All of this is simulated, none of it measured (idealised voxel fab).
Presented below is a process module, voxel gate over fins.
This is section cut - it's 240 nm across, gridded in 5 nm square cells.
Throughout this document, each cross-section is represented as a grid of square cells and is presented as a sequence of bands enumerated from the top downward, where a band comprises one or more rows of cells. Read a band's entry like this: the first values are the height of its top and the height of its bottom in nm, and what follows is the sequence of materials from left to right, each with its width in nm. Note that "blank" is empty space, and that a single material marked "edge to edge" reaches across the band from edge to edge. Heights are expressed relative to 0, this being the level below which the as-received wafer comprises one material exclusively. The lowest band is unbounded in the downward direction and is denoted as in "z 0 and below". The two numbers in a width such as "30..40" mark its ends across the band: the first belongs to the top row of cells, the second to the bottom row, and from each row to the next the width moves by the same amount. "left unchanged", as given for a step, is the statement that not any cell of the cross-section underwent a change during that step. Entry "closed voids". Content: empty spaces with no open connection to the top, size 8 cells or greater. Each: width x height at distance. Distance: from left edge. Unit: nm. Read whatever lies past the settings on a step's line as the simulator's own remark about the step. overlay nm: mask right of planned place by this much (step with mask). Neg. = left.
**Process steps (planned)**
1: op RECEIVE | material Si
2: op CONFORMAL_DEP | material SiN | thk nm 5
3: op DIRECTIONAL_DEP | material aC | thk nm 15
4: op PATTERN | tone cover | mask id FINS | material resist | width nm 15 | pitch nm 50 | thk nm 30 | overlay nm 0
5: op DIRECTIONAL_ETCH | etch materials aC | depth nm 15
6: op STRIP | etch materials resist
7: op DIRECTIONAL_ETCH | etch materials SiN | depth nm 5
8: op DIRECTIONAL_ETCH | etch materials Si | depth nm 35
9: op STRIP | etch materials aC
10: op OXIDIZE | depth nm 5
11: op FILL_DEP | material SiO2 | thk nm 15
12: op CMP | height nm 5
13: op DIRECTIONAL_DEP | material aC | thk nm 10
14: op PATTERN | tone open | mask id RAIL | material resist | width nm 15 | thk nm 30 | overlay nm 0
15: op DIRECTIONAL_ETCH | etch materials aC | depth nm 10
16: op STRIP | etch materials resist
17: op DIRECTIONAL_ETCH | etch materials SiO2 | depth nm 35
18: op STRIP | etch materials aC
19: op CONFORMAL_DEP | material TiN | thk nm 5
20: op FILL_DEP | material W | thk nm 5
21: op CMP | height nm 5
22: op SELECTIVE_ETCH | etch materials W Ru TiN | depth nm 25
23: op FILL_DEP | material SiO2 | thk nm 5
24: op CMP | height nm 5
25: op SELECTIVE_ETCH | etch materials SiO2 | depth nm 15
26: op STRIP | etch materials SiN
27: op CONFORMAL_DEP | material HfO2 | thk nm 5
28: op CONFORMAL_DEP | material TiN | thk nm 5
29: op CONFORMAL_DEP | material TiAl | thk nm 5
30: op CONFORMAL_DEP | material TiN | thk nm 5
31: op FILL_DEP | material W | thk nm 15
32: op CMP | height nm 30
33: op CONFORMAL_DEP | material SiN | thk nm 10
**Here's what the wafer looked like in cross-section when it arrived - that's after step 1**
	z 0 and below = Si edge to edge
	closed voids: none
**Sectioned view, first of two wafers, at the close of the module, processed as intended in the plan**
	z 40 to 30 = SiN edge to edge
	z 30 to 20 = W edge to edge
	z 20 to 15 = W: 70, TiN: 45, W: 5, TiN: 45, W: 75
	z 15 to 10 = W: 70, TiN: 5, TiAl: 35, TiN: 5, W: 5, TiN: 5, TiAl: 35, TiN: 5, W: 75
	z 10 to 5 = TiN: 75, TiAl: 5, TiN: 25, TiAl: 5, TiN: 15, TiAl: 5, TiN: 25, TiAl: 5, TiN: 80
	z 5 to 0 = TiAl: 80, TiN: 5, HfO2: 15, TiN: 5, TiAl: 25, TiN: 5, HfO2: 15, TiN: 5, TiAl: 85
	z 0 to -5 = TiN: 85, HfO2: 5, Si: 5, HfO2: 5, TiN: 35, HfO2: 5, Si: 5, HfO2: 5, TiN: 90
	z -5 to -10 = HfO2: 90, Si: 5, HfO2: 45, Si: 5, HfO2: 95
	z -10 to -20 = SiO2: 90, Si: 5, SiO2: 45, Si: 5, SiO2: 95
	z -20 to -25 = SiO2: 90, Si: 5, SiO2: 15, TiN: 5, W: 5, TiN: 5, SiO2: 15, Si: 5, SiO2: 95
	z -25 to -30 = SiO2: 90, Si: 5, SiO2: 15, TiN: 15, SiO2: 15, Si: 5, SiO2: 95
	z -30 to -40 = SiO2: 90, Si: 5, SiO2: 45, Si: 5, SiO2: 95
	z -40 and below = Si edge to edge
	closed voids: none
**Cross-section, wafer two of two, end of module: same start and plan as wafer one, one error in execution**
	z 40 to 30 = SiN edge to edge
	z 30 to 20 = W edge to edge
	z 20 to 15 = W: 70, TiAl: 45, W: 5, TiAl: 45, W: 75
	z 15 to 10 = W: 70, TiAl: 5, TiN: 35, TiAl: 5, W: 5, TiAl: 5, TiN: 35, TiAl: 5, W: 75
	z 10 to 5 = TiAl: 75, TiN: 35, TiAl: 15, TiN: 35, TiAl: 80
	z 5 to 0 = TiN: 85, HfO2: 15, TiN: 35, HfO2: 15, TiN: 90
	z 0 to -5 = TiN: 85, HfO2: 5, Si: 5, HfO2: 5, TiN: 35, HfO2: 5, Si: 5, HfO2: 5, TiN: 90
	z -5 to -10 = HfO2: 90, Si: 5, HfO2: 45, Si: 5, HfO2: 95
	z -10 to -20 = SiO2: 90, Si: 5, SiO2: 45, Si: 5, SiO2: 95
	z -20 to -25 = SiO2: 90, Si: 5, SiO2: 15, TiN: 5, W: 5, TiN: 5, SiO2: 15, Si: 5, SiO2: 95
	z -25 to -30 = SiO2: 90, Si: 5, SiO2: 15, TiN: 15, SiO2: 15, Si: 5, SiO2: 95
	z -30 to -40 = SiO2: 90, Si: 5, SiO2: 45, Si: 5, SiO2: 95
	z -40 and below = Si edge to edge
	closed voids: none
Run error: the processing plan was not followed for steps 29 and 30, which were run with their positions exchanged
at the end the second wafer has, in cells: as many of each material as the first, in other places
